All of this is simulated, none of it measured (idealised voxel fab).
process module | voxel wiring stack
cross-section cut | 225 nm wide | cells 5 nm
A cross-section is a grid of square cells, given in bands from the top down. A band is one or more rows of cells.
Each band's line starts with the height of the band's top and of its bottom, in nm. Then come its materials from left to right, each with its width in nm. One material with "throughout" fills the band from edge to edge. "air" is empty space.
Height 0 is the level under which the wafer as received is all one material. The lowest band goes on downwards, as in "0 down".
A width such as "30 to 40" changes by the same amount from each row of cells to the next, from the band's top row to its bottom row.
"no change" after a step means that no cell of the cross-section changed.
closed voids: empty space of 8 cells or more with no open way to the top, each as width x height at its distance from the left edge, in nm
after a step's settings: what the simulator itself notes on the step
overlay nm, on a step with a mask: how far to the right of its planned place the mask lay; to the left if negative
plan
1 op RECEIVE | material Si
2 op CONFORMAL_DEP | material SiO2 | thk nm 10
3 op DIRECTIONAL_DEP | material TiN | thk nm 5
4 op DIRECTIONAL_DEP | material W | thk nm 20
5 op DIRECTIONAL_DEP | material aC | thk nm 15
6 op PATTERN | tone cover | mask id METAL_1 | material resist | width nm 30 | pitch nm 55 | thk nm 30 | overlay nm 0
7 op DIRECTIONAL_ETCH | etch materials aC | depth nm 15
8 op STRIP | etch materials resist
9 op DIRECTIONAL_ETCH | etch materials W | depth nm 20
10 op DIRECTIONAL_ETCH | etch materials TiN | depth nm 5
11 op STRIP | etch materials aC
12 op CONFORMAL_DEP | material SiCN | thk nm 5
13 op FILL_DEP | material lowk | thk nm 5
14 op CMP | height nm 35
15 op CONFORMAL_DEP | material SiCN | thk nm 5
16 op DIRECTIONAL_DEP | material SiO2 | thk nm 35
17 op DIRECTIONAL_DEP | material aC | thk nm 15
18 op PATTERN | tone open | mask id METAL_2 | material resist | width nm 30 | pitch nm 55 | thk nm 35 | overlay nm 0
19 op DIRECTIONAL_ETCH | etch materials aC | depth nm 15
20 op STRIP | etch materials resist
21 op DIRECTIONAL_ETCH | etch materials SiO2 | depth nm 20
22 op STRIP | etch materials aC
23 op DIRECTIONAL_DEP | material aC | thk nm 15
24 op PATTERN | tone open | mask id METAL_2_HOLES | material resist | width nm 15 | pitch nm 55 | thk nm 35 | overlay nm 0
25 op DIRECTIONAL_ETCH | etch materials aC | depth nm 15
26 op STRIP | etch materials resist
27 op DIRECTIONAL_ETCH | etch materials SiO2 | depth nm 15
28 op DIRECTIONAL_ETCH | etch materials SiCN | depth nm 5
29 op STRIP | etch materials aC
30 op CONFORMAL_DEP | material TiN | thk nm 5
31 op FILL_DEP | material Ru | thk nm 10
32 op CMP | height nm 75
33 op CONFORMAL_DEP | material SiCN | thk nm 5
34 op DIRECTIONAL_DEP | material lowk | thk nm 10
35 op DIRECTIONAL_DEP | material aC | thk nm 10
36 op PATTERN | tone open | mask id PLUG_2 | material resist | width nm 15 | pitch nm 55 | thk nm 30 | overlay nm 0
37 op DIRECTIONAL_ETCH | etch materials aC | depth nm 10
38 op STRIP | etch materials resist
39 op DIRECTIONAL_ETCH | etch materials lowk | depth nm 10
40 op DIRECTIONAL_ETCH | etch materials SiCN | depth nm 5
41 op STRIP | etch materials aC
42 op CONFORMAL_DEP | material TiN | thk nm 5
43 op FILL_DEP | material W | thk nm 10
44 op CMP | height nm 90
45 op DIRECTIONAL_DEP | material TiN | thk nm 5
46 op DIRECTIONAL_DEP | material Ru | thk nm 25
47 op DIRECTIONAL_DEP | material aC | thk nm 10
48 op PATTERN | tone cover | mask id METAL_3 | material resist | width nm 30 | pitch nm 55 | thk nm 25 | overlay nm 0
49 op DIRECTIONAL_ETCH | etch materials aC | depth nm 10
50 op STRIP | etch materials resist
51 op DIRECTIONAL_ETCH | etch materials Ru | depth nm 25
52 op DIRECTIONAL_ETCH | etch materials TiN | depth nm 5
53 op STRIP | etch materials aC
54 op CONFORMAL_DEP | material SiCN | thk nm 5
55 op FILL_DEP | material lowk | thk nm 10
56 op CMP | height nm 120
57 op CONFORMAL_DEP | material SiN | thk nm 5
first wafer, as planned
as received, after step 1
  0 down: Si throughout
  closed voids: none
after step 2
  10 to 0: SiO2 throughout
  below 0: unchanged
after step 3
  15 to 10: TiN throughout
  below 10: unchanged
after step 4
  35 to 15: W throughout
  below 15: unchanged
after step 5
  50 to 35: aC throughout
  below 35: unchanged
after step 6
  80 to 50: air 15 | resist 30 | air 25 | resist 30 | air 25 | resist 30 | air 25 | resist 30 | air 15
  below 50: unchanged
after step 7
  65 to 50: air 15 | resist 30 | air 25 | resist 30 | air 25 | resist 30 | air 25 | resist 30 | air 15
  50 to 35: air 15 | aC 30 | air 25 | aC 30 | air 25 | aC 30 | air 25 | aC 30 | air 15
  below 35: unchanged
after step 8
  50 to 35: air 15 | aC 30 | air 25 | aC 30 | air 25 | aC 30 | air 25 | aC 30 | air 15
  below 35: unchanged
after step 9
  50 to 35: air 15 | aC 30 | air 25 | aC 30 | air 25 | aC 30 | air 25 | aC 30 | air 15
  35 to 15: air 15 | W 30 | air 25 | W 30 | air 25 | W 30 | air 25 | W 30 | air 15
  below 15: unchanged
after step 10
  50 to 35: air 15 | aC 30 | air 25 | aC 30 | air 25 | aC 30 | air 25 | aC 30 | air 15
  35 to 15: air 15 | W 30 | air 25 | W 30 | air 25 | W 30 | air 25 | W 30 | air 15
  15 to 10: air 15 | TiN 30 | air 25 | TiN 30 | air 25 | TiN 30 | air 25 | TiN 30 | air 15
  below 10: unchanged
after step 11
  35 to 15: air 15 | W 30 | air 25 | W 30 | air 25 | W 30 | air 25 | W 30 | air 15
  below 15: unchanged
after step 12
  40 to 35: air 10 | SiCN 40 | air 15 | SiCN 40 | air 15 | SiCN 40 | air 15 | SiCN 40 | air 10
  35 to 15: air 10 | SiCN 5 | W 30 | SiCN 5 | air 15 | SiCN 5 | W 30 | SiCN 5 | air 15 | SiCN 5 | W 30 | SiCN 5 | air 15 | SiCN 5 | W 30 | SiCN 5 | air 10
  15 to 10: SiCN 15 | TiN 30 | SiCN 25 | TiN 30 | SiCN 25 | TiN 30 | SiCN 25 | TiN 30 | SiCN 15
  below 10: unchanged
after step 13
  45 to 40: lowk throughout
  40 to 35: lowk 10 | SiCN 40 | lowk 15 | SiCN 40 | lowk 15 | SiCN 40 | lowk 15 | SiCN 40 | lowk 10
  35 to 15: lowk 10 | SiCN 5 | W 30 | SiCN 5 | lowk 15 | SiCN 5 | W 30 | SiCN 5 | lowk 15 | SiCN 5 | W 30 | SiCN 5 | lowk 15 | SiCN 5 | W 30 | SiCN 5 | lowk 10
  below 15: unchanged
after step 14
  35 to 15: lowk 10 | SiCN 5 | W 30 | SiCN 5 | lowk 15 | SiCN 5 | W 30 | SiCN 5 | lowk 15 | SiCN 5 | W 30 | SiCN 5 | lowk 15 | SiCN 5 | W 30 | SiCN 5 | lowk 10
  below 15: unchanged
after step 15
  40 to 35: SiCN throughout
  below 35: unchanged
after step 16
  75 to 40: SiO2 throughout
  below 40: unchanged
after step 17
  90 to 75: aC throughout
  below 75: unchanged
after step 18
  125 to 90: resist 15 | air 30 | resist 25 | air 30 | resist 25 | air 30 | resist 25 | air 30 | resist 15
  below 90: unchanged
after step 19
  110 to 90: resist 15 | air 30 | resist 25 | air 30 | resist 25 | air 30 | resist 25 | air 30 | resist 15
  90 to 75: aC 15 | air 30 | aC 25 | air 30 | aC 25 | air 30 | aC 25 | air 30 | aC 15
  below 75: unchanged
after step 20
  90 to 75: aC 15 | air 30 | aC 25 | air 30 | aC 25 | air 30 | aC 25 | air 30 | aC 15
  below 75: unchanged
after step 21
  90 to 75: aC 15 | air 30 | aC 25 | air 30 | aC 25 | air 30 | aC 25 | air 30 | aC 15
  75 to 55: SiO2 15 | air 30 | SiO2 25 | air 30 | SiO2 25 | air 30 | SiO2 25 | air 30 | SiO2 15
  below 55: unchanged
after step 22
  75 to 55: SiO2 15 | air 30 | SiO2 25 | air 30 | SiO2 25 | air 30 | SiO2 25 | air 30 | SiO2 15
  below 55: unchanged
after step 23
  90 to 75: aC 15 | air 30 | aC 25 | air 30 | aC 25 | air 30 | aC 25 | air 30 | aC 15
  75 to 70: SiO2 15 | air 30 | SiO2 25 | air 30 | SiO2 25 | air 30 | SiO2 25 | air 30 | SiO2 15
  70 to 55: SiO2 15 | aC 30 | SiO2 25 | aC 30 | SiO2 25 | aC 30 | SiO2 25 | aC 30 | SiO2 15
  below 55: unchanged
after step 24
  125 to 90: resist 15 | air 15 | resist 40 | air 15 | resist 40 | air 15 | resist 40 | air 15 | resist 30
  90 to 75: aC 15 | air 15 | resist 15 | aC 25 | air 15 | resist 15 | aC 25 | air 15 | resist 15 | aC 25 | air 15 | resist 15 | aC 15
  75 to 70: SiO2 15 | air 15 | resist 15 | SiO2 25 | air 15 | resist 15 | SiO2 25 | air 15 | resist 15 | SiO2 25 | air 15 | resist 15 | SiO2 15
  below 70: unchanged
after step 25
  110 to 90: resist 15 | air 15 | resist 40 | air 15 | resist 40 | air 15 | resist 40 | air 15 | resist 30
  90 to 75: aC 15 | air 15 | resist 15 | aC 25 | air 15 | resist 15 | aC 25 | air 15 | resist 15 | aC 25 | air 15 | resist 15 | aC 15
  75 to 70: SiO2 15 | air 15 | resist 15 | SiO2 25 | air 15 | resist 15 | SiO2 25 | air 15 | resist 15 | SiO2 25 | air 15 | resist 15 | SiO2 15
  70 to 55: SiO2 15 | air 15 | aC 15 | SiO2 25 | air 15 | aC 15 | SiO2 25 | air 15 | aC 15 | SiO2 25 | air 15 | aC 15 | SiO2 15
  below 55: unchanged
after step 26
  90 to 75: aC 15 | air 30 | aC 25 | air 30 | aC 25 | air 30 | aC 25 | air 30 | aC 15
  75 to 70: SiO2 15 | air 30 | SiO2 25 | air 30 | SiO2 25 | air 30 | SiO2 25 | air 30 | SiO2 15
  below 70: unchanged
after step 27
  90 to 75: aC 15 | air 30 | aC 25 | air 30 | aC 25 | air 30 | aC 25 | air 30 | aC 15
  75 to 70: SiO2 15 | air 30 | SiO2 25 | air 30 | SiO2 25 | air 30 | SiO2 25 | air 30 | SiO2 15
  70 to 55: SiO2 15 | air 15 | aC 15 | SiO2 25 | air 15 | aC 15 | SiO2 25 | air 15 | aC 15 | SiO2 25 | air 15 | aC 15 | SiO2 15
  55 to 40: SiO2 15 | air 15 | SiO2 40 | air 15 | SiO2 40 | air 15 | SiO2 40 | air 15 | SiO2 30
  below 40: unchanged
after step 28
  90 to 75: aC 15 | air 30 | aC 25 | air 30 | aC 25 | air 30 | aC 25 | air 30 | aC 15
  75 to 70: SiO2 15 | air 30 | SiO2 25 | air 30 | SiO2 25 | air 30 | SiO2 25 | air 30 | SiO2 15
  70 to 55: SiO2 15 | air 15 | aC 15 | SiO2 25 | air 15 | aC 15 | SiO2 25 | air 15 | aC 15 | SiO2 25 | air 15 | aC 15 | SiO2 15
  55 to 40: SiO2 15 | air 15 | SiO2 40 | air 15 | SiO2 40 | air 15 | SiO2 40 | air 15 | SiO2 30
  40 to 35: SiCN 15 | air 15 | SiCN 40 | air 15 | SiCN 40 | air 15 | SiCN 40 | air 15 | SiCN 30
  below 35: unchanged
after step 29
  75 to 55: SiO2 15 | air 30 | SiO2 25 | air 30 | SiO2 25 | air 30 | SiO2 25 | air 30 | SiO2 15
  below 55: unchanged
after step 30
  80 to 75: TiN 20 | air 20 | TiN 35 | air 20 | TiN 35 | air 20 | TiN 35 | air 20 | TiN 20
  75 to 60: SiO2 15 | TiN 5 | air 20 | TiN 5 | SiO2 25 | TiN 5 | air 20 | TiN 5 | SiO2 25 | TiN 5 | air 20 | TiN 5 | SiO2 25 | TiN 5 | air 20 | TiN 5 | SiO2 15
  60 to 55: SiO2 15 | TiN 5 | air 5 | TiN 20 | SiO2 25 | TiN 5 | air 5 | TiN 20 | SiO2 25 | TiN 5 | air 5 | TiN 20 | SiO2 25 | TiN 5 | air 5 | TiN 20 | SiO2 15
  55 to 40: SiO2 15 | TiN 5 | air 5 | TiN 5 | SiO2 40 | TiN 5 | air 5 | TiN 5 | SiO2 40 | TiN 5 | air 5 | TiN 5 | SiO2 40 | TiN 5 | air 5 | TiN 5 | SiO2 30
  40 to 35: SiCN 15 | TiN 15 | SiCN 40 | TiN 15 | SiCN 40 | TiN 15 | SiCN 40 | TiN 15 | SiCN 30
  below 35: unchanged
after step 31
  90 to 80: Ru throughout
  80 to 75: TiN 20 | Ru 20 | TiN 35 | Ru 20 | TiN 35 | Ru 20 | TiN 35 | Ru 20 | TiN 20
  75 to 60: SiO2 15 | TiN 5 | Ru 20 | TiN 5 | SiO2 25 | TiN 5 | Ru 20 | TiN 5 | SiO2 25 | TiN 5 | Ru 20 | TiN 5 | SiO2 25 | TiN 5 | Ru 20 | TiN 5 | SiO2 15
  60 to 55: SiO2 15 | TiN 5 | Ru 5 | TiN 20 | SiO2 25 | TiN 5 | Ru 5 | TiN 20 | SiO2 25 | TiN 5 | Ru 5 | TiN 20 | SiO2 25 | TiN 5 | Ru 5 | TiN 20 | SiO2 15
  55 to 40: SiO2 15 | TiN 5 | Ru 5 | TiN 5 | SiO2 40 | TiN 5 | Ru 5 | TiN 5 | SiO2 40 | TiN 5 | Ru 5 | TiN 5 | SiO2 40 | TiN 5 | Ru 5 | TiN 5 | SiO2 30
  below 40: unchanged
after step 32
  75 to 60: SiO2 15 | TiN 5 | Ru 20 | TiN 5 | SiO2 25 | TiN 5 | Ru 20 | TiN 5 | SiO2 25 | TiN 5 | Ru 20 | TiN 5 | SiO2 25 | TiN 5 | Ru 20 | TiN 5 | SiO2 15
  below 60: unchanged
after step 33
  80 to 75: SiCN throughout
  below 75: unchanged
after step 34
  90 to 80: lowk throughout
  below 80: unchanged
after step 35
  100 to 90: aC throughout
  below 90: unchanged
after step 36
  130 to 100: resist 15 | air 15 | resist 40 | air 15 | resist 40 | air 15 | resist 40 | air 15 | resist 30
  below 100: unchanged
after step 37
  120 to 100: resist 15 | air 15 | resist 40 | air 15 | resist 40 | air 15 | resist 40 | air 15 | resist 30
  100 to 90: aC 15 | air 15 | aC 40 | air 15 | aC 40 | air 15 | aC 40 | air 15 | aC 30
  below 90: unchanged
after step 38
  100 to 90: aC 15 | air 15 | aC 40 | air 15 | aC 40 | air 15 | aC 40 | air 15 | aC 30
  below 90: unchanged
after step 39
  100 to 90: aC 15 | air 15 | aC 40 | air 15 | aC 40 | air 15 | aC 40 | air 15 | aC 30
  90 to 80: lowk 15 | air 15 | lowk 40 | air 15 | lowk 40 | air 15 | lowk 40 | air 15 | lowk 30
  below 80: unchanged
after step 40
  100 to 90: aC 15 | air 15 | aC 40 | air 15 | aC 40 | air 15 | aC 40 | air 15 | aC 30
  90 to 80: lowk 15 | air 15 | lowk 40 | air 15 | lowk 40 | air 15 | lowk 40 | air 15 | lowk 30
  80 to 75: SiCN 15 | air 15 | SiCN 40 | air 15 | SiCN 40 | air 15 | SiCN 40 | air 15 | SiCN 30
  below 75: unchanged
after step 41
  90 to 80: lowk 15 | air 15 | lowk 40 | air 15 | lowk 40 | air 15 | lowk 40 | air 15 | lowk 30
  below 80: unchanged
after step 42
  95 to 90: TiN 20 | air 5 | TiN 50 | air 5 | TiN 50 | air 5 | TiN 50 | air 5 | TiN 35
  90 to 80: lowk 15 | TiN 5 | air 5 | TiN 5 | lowk 40 | TiN 5 | air 5 | TiN 5 | lowk 40 | TiN 5 | air 5 | TiN 5 | lowk 40 | TiN 5 | air 5 | TiN 5 | lowk 30
  80 to 75: SiCN 15 | TiN 15 | SiCN 40 | TiN 15 | SiCN 40 | TiN 15 | SiCN 40 | TiN 15 | SiCN 30
  below 75: unchanged
after step 43
  105 to 95: W throughout
  95 to 90: TiN 20 | W 5 | TiN 50 | W 5 | TiN 50 | W 5 | TiN 50 | W 5 | TiN 35
  90 to 80: lowk 15 | TiN 5 | W 5 | TiN 5 | lowk 40 | TiN 5 | W 5 | TiN 5 | lowk 40 | TiN 5 | W 5 | TiN 5 | lowk 40 | TiN 5 | W 5 | TiN 5 | lowk 30
  below 80: unchanged
after step 44
  90 to 80: lowk 15 | TiN 5 | W 5 | TiN 5 | lowk 40 | TiN 5 | W 5 | TiN 5 | lowk 40 | TiN 5 | W 5 | TiN 5 | lowk 40 | TiN 5 | W 5 | TiN 5 | lowk 30
  below 80: unchanged
after step 45
  95 to 90: TiN throughout
  below 90: unchanged
after step 46
  120 to 95: Ru throughout
  below 95: unchanged
after step 47
  130 to 120: aC throughout
  below 120: unchanged
after step 48
  155 to 130: air 15 | resist 30 | air 25 | resist 30 | air 25 | resist 30 | air 25 | resist 30 | air 15
  below 130: unchanged
after step 49
  145 to 130: air 15 | resist 30 | air 25 | resist 30 | air 25 | resist 30 | air 25 | resist 30 | air 15
  130 to 120: air 15 | aC 30 | air 25 | aC 30 | air 25 | aC 30 | air 25 | aC 30 | air 15
  below 120: unchanged
after step 50
  130 to 120: air 15 | aC 30 | air 25 | aC 30 | air 25 | aC 30 | air 25 | aC 30 | air 15
  below 120: unchanged
after step 51
  130 to 120: air 15 | aC 30 | air 25 | aC 30 | air 25 | aC 30 | air 25 | aC 30 | air 15
  120 to 95: air 15 | Ru 30 | air 25 | Ru 30 | air 25 | Ru 30 | air 25 | Ru 30 | air 15
  below 95: unchanged
after step 52
  130 to 120: air 15 | aC 30 | air 25 | aC 30 | air 25 | aC 30 | air 25 | aC 30 | air 15
  120 to 95: air 15 | Ru 30 | air 25 | Ru 30 | air 25 | Ru 30 | air 25 | Ru 30 | air 15
  95 to 90: air 15 | TiN 30 | air 25 | TiN 30 | air 25 | TiN 30 | air 25 | TiN 30 | air 15
  below 90: unchanged
after step 53
  120 to 95: air 15 | Ru 30 | air 25 | Ru 30 | air 25 | Ru 30 | air 25 | Ru 30 | air 15
  below 95: unchanged
after step 54
  125 to 120: air 10 | SiCN 40 | air 15 | SiCN 40 | air 15 | SiCN 40 | air 15 | SiCN 40 | air 10
  120 to 95: air 10 | SiCN 5 | Ru 30 | SiCN 5 | air 15 | SiCN 5 | Ru 30 | SiCN 5 | air 15 | SiCN 5 | Ru 30 | SiCN 5 | air 15 | SiCN 5 | Ru 30 | SiCN 5 | air 10
  95 to 90: SiCN 15 | TiN 30 | SiCN 25 | TiN 30 | SiCN 25 | TiN 30 | SiCN 25 | TiN 30 | SiCN 15
  below 90: unchanged
after step 55
  135 to 125: lowk throughout
  125 to 120: lowk 10 | SiCN 40 | lowk 15 | SiCN 40 | lowk 15 | SiCN 40 | lowk 15 | SiCN 40 | lowk 10
  120 to 95: lowk 10 | SiCN 5 | Ru 30 | SiCN 5 | lowk 15 | SiCN 5 | Ru 30 | SiCN 5 | lowk 15 | SiCN 5 | Ru 30 | SiCN 5 | lowk 15 | SiCN 5 | Ru 30 | SiCN 5 | lowk 10
  below 95: unchanged
after step 56
  120 to 95: lowk 10 | SiCN 5 | Ru 30 | SiCN 5 | lowk 15 | SiCN 5 | Ru 30 | SiCN 5 | lowk 15 | SiCN 5 | Ru 30 | SiCN 5 | lowk 15 | SiCN 5 | Ru 30 | SiCN 5 | lowk 10
  below 95: unchanged
after step 57
  125 to 120: SiN throughout
  below 120: unchanged
second wafer: like start, like plan, one mistake. Through step 33 it matches the first wafer
when step 34 should have ended
  90 to 80: SiO2 throughout
  below 80: unchanged
when step 35 should have ended
  100 to 90: aC throughout
  below 90: unchanged
when step 36 should have ended
  130 to 100: resist 15 | air 15 | resist 40 | air 15 | resist 40 | air 15 | resist 40 | air 15 | resist 30
  below 100: unchanged
when step 37 should have ended
  120 to 100: resist 15 | air 15 | resist 40 | air 15 | resist 40 | air 15 | resist 40 | air 15 | resist 30
  100 to 90: aC 15 | air 15 | aC 40 | air 15 | aC 40 | air 15 | aC 40 | air 15 | aC 30
  below 90: unchanged
when step 38 should have ended
  100 to 90: aC 15 | air 15 | aC 40 | air 15 | aC 40 | air 15 | aC 40 | air 15 | aC 30
  below 90: unchanged
when step 39 should have ended: no change
when step 40 should have ended: no change
when step 41 should have ended
  90 to 80: SiO2 throughout
  below 80: unchanged
when step 42 should have ended
  95 to 90: TiN throughout
  below 90: unchanged
when step 43 should have ended
  105 to 95: W throughout
  below 95: unchanged
when step 44 should have ended
  90 to 80: SiO2 throughout
  below 80: unchanged
when step 45 should have ended
  95 to 90: TiN throughout
  below 90: unchanged
when step 46 should have ended
  120 to 95: Ru throughout
  below 95: unchanged
when step 47 should have ended
  130 to 120: aC throughout
  below 120: unchanged
when step 48 should have ended
  155 to 130: air 15 | resist 30 | air 25 | resist 30 | air 25 | resist 30 | air 25 | resist 30 | air 15
  below 130: unchanged
when step 49 should have ended
  145 to 130: air 15 | resist 30 | air 25 | resist 30 | air 25 | resist 30 | air 25 | resist 30 | air 15
  130 to 120: air 15 | aC 30 | air 25 | aC 30 | air 25 | aC 30 | air 25 | aC 30 | air 15
  below 120: unchanged
when step 50 should have ended
  130 to 120: air 15 | aC 30 | air 25 | aC 30 | air 25 | aC 30 | air 25 | aC 30 | air 15
  below 120: unchanged
when step 51 should have ended
  130 to 120: air 15 | aC 30 | air 25 | aC 30 | air 25 | aC 30 | air 25 | aC 30 | air 15
  120 to 95: air 15 | Ru 30 | air 25 | Ru 30 | air 25 | Ru 30 | air 25 | Ru 30 | air 15
  below 95: unchanged
when step 52 should have ended
  130 to 120: air 15 | aC 30 | air 25 | aC 30 | air 25 | aC 30 | air 25 | aC 30 | air 15
  120 to 95: air 15 | Ru 30 | air 25 | Ru 30 | air 25 | Ru 30 | air 25 | Ru 30 | air 15
  95 to 90: air 15 | TiN 30 | air 25 | TiN 30 | air 25 | TiN 30 | air 25 | TiN 30 | air 15
  below 90: unchanged
when step 53 should have ended
  120 to 95: air 15 | Ru 30 | air 25 | Ru 30 | air 25 | Ru 30 | air 25 | Ru 30 | air 15
  below 95: unchanged
when step 54 should have ended
  125 to 120: air 10 | SiCN 40 | air 15 | SiCN 40 | air 15 | SiCN 40 | air 15 | SiCN 40 | air 10
  120 to 95: air 10 | SiCN 5 | Ru 30 | SiCN 5 | air 15 | SiCN 5 | Ru 30 | SiCN 5 | air 15 | SiCN 5 | Ru 30 | SiCN 5 | air 15 | SiCN 5 | Ru 30 | SiCN 5 | air 10
  95 to 90: SiCN 15 | TiN 30 | SiCN 25 | TiN 30 | SiCN 25 | TiN 30 | SiCN 25 | TiN 30 | SiCN 15
  below 90: unchanged
when step 55 should have ended
  135 to 125: lowk throughout
  125 to 120: lowk 10 | SiCN 40 | lowk 15 | SiCN 40 | lowk 15 | SiCN 40 | lowk 15 | SiCN 40 | lowk 10
  120 to 95: lowk 10 | SiCN 5 | Ru 30 | SiCN 5 | lowk 15 | SiCN 5 | Ru 30 | SiCN 5 | lowk 15 | SiCN 5 | Ru 30 | SiCN 5 | lowk 15 | SiCN 5 | Ru 30 | SiCN 5 | lowk 10
  below 95: unchanged
when step 56 should have ended
  120 to 95: lowk 10 | SiCN 5 | Ru 30 | SiCN 5 | lowk 15 | SiCN 5 | Ru 30 | SiCN 5 | lowk 15 | SiCN 5 | Ru 30 | SiCN 5 | lowk 15 | SiCN 5 | Ru 30 | SiCN 5 | lowk 10
  below 95: unchanged
when step 57 should have ended
  125 to 120: SiN throughout
  below 120: unchanged
what went wrong: step 34 ran as: op DIRECTIONAL_DEP | material SiO2 | thk nm 10
at the end the second wafer has, in cells: 12 more of SiCN | 90 more of SiO2 | 28 fewer of TiN | 8 fewer of W | 66 fewer of lowk
